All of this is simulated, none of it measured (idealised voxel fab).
Presented below is a process module, voxel self aligned contacts.
The cross-section on display is named cut; it measures 250 nm wide, and its cells are 5 nm squares.
Think of the cross-section as a grid of square cells. We describe it in bands, top to bottom, and each band covers one or more rows of those cells. Heights first: top, then bottom, in nm. Then materials, left to right, each with a width in nm. "full width" on a single material: fills the band edge to edge. "air": empty space. Height reference: 0 = level under which incoming wafer is all one material. Lowest band: no bottom, runs on downward, e.g. "0 -> down". A two-number width, for instance "30->40", indicates that the width is equal to the first number in the top row of the band and to the second number in the bottom row, and that it changes by a constant amount per row of cells. For the purposes of this document, the phrase "everything unchanged" attached to a step denotes that no cell within the cross-section was modified by that step. What "Enclosed empty spaces" gives you is every empty space of 8 cells or more that is cut off from the top. Each appears as width x height at distance, with the distance taken from the left edge and width, height and distance all in nm. What comes after the settings on a step's line is commentary from the simulator itself on that step. Steps that use a mask can have "overlay nm" on their line. It says how far the mask sat to the right of where it was meant to be. Negative means to the left.

### Here's what the planned process steps look like
1 RECEIVE with material Si
2 CONFORMAL_DEP with material SiO2, thk nm 5
3 DIRECTIONAL_DEP with material polySi, thk nm 20
4 DIRECTIONAL_DEP with material SiN, thk nm 20
5 PATTERN with tone cover, mask id GATE, material resist, width nm 25, pitch nm 70, thk nm 20, overlay nm 0
6 DIRECTIONAL_ETCH with etch materials SiN, depth nm 20
7 DIRECTIONAL_ETCH with etch materials polySi, depth nm 20
8 STRIP with etch materials resist
9 CONFORMAL_DEP with material SiN, thk nm 10
10 DIRECTIONAL_ETCH with etch materials SiN, depth nm 10
11 FILL_DEP with material SiO2, thk nm 15
12 CMP with height nm 55
13 PATTERN with tone open, mask id CONTACT, material resist, width nm 55, pitch nm 70, thk nm 15, overlay nm 0
14 DIRECTIONAL_ETCH with etch materials SiO2, depth nm 55
15 STRIP with etch materials resist
16 CONFORMAL_DEP with material TiN, thk nm 5
17 FILL_DEP with material W, thk nm 5
18 CMP with height nm 55
19 CONFORMAL_DEP with material SiN, thk nm 5

### Shown in cross-section is the wafer as received, that is, as it stands after step 1
	0 -> down  Si full width
	Enclosed empty spaces: none

### The following cross-section depicts the wafer upon conclusion of the module. Processing commenced from the starting condition illustrated above and adhered to the plan illustrated above, save for one mistake in execution
	60 -> 55  SiN full width
	55 -> 45  SiO2 60; TiN 5; W 45; TiN 5; SiO2 15; TiN 5; W 45; TiN 5; SiO2 65
	45 -> 40  SiO2 60; TiN 20; W 15; TiN 20; SiO2 15; TiN 20; W 15; TiN 20; SiO2 65
	40 -> 20  SiO2 30; SiN 45; TiN 5; W 15; TiN 5; SiN 45; TiN 5; W 15; TiN 5; SiN 45; SiO2 35
	20 -> 5  SiO2 30; SiN 10; polySi 25; SiN 10; TiN 5; W 15; TiN 5; SiN 10; polySi 25; SiN 10; TiN 5; W 15; TiN 5; SiN 10; polySi 25; SiN 10; SiO2 35
	5 -> 0  SiO2 30; SiN 10; polySi 25; SiN 10; TiN 25; SiN 10; polySi 25; SiN 10; TiN 25; SiN 10; polySi 25; SiN 10; SiO2 35
	0 -> down  Si full width
	Enclosed empty spaces: none
What went wrong in running the wafer? execution of step 2 of the plan did not take place, the step having been omitted
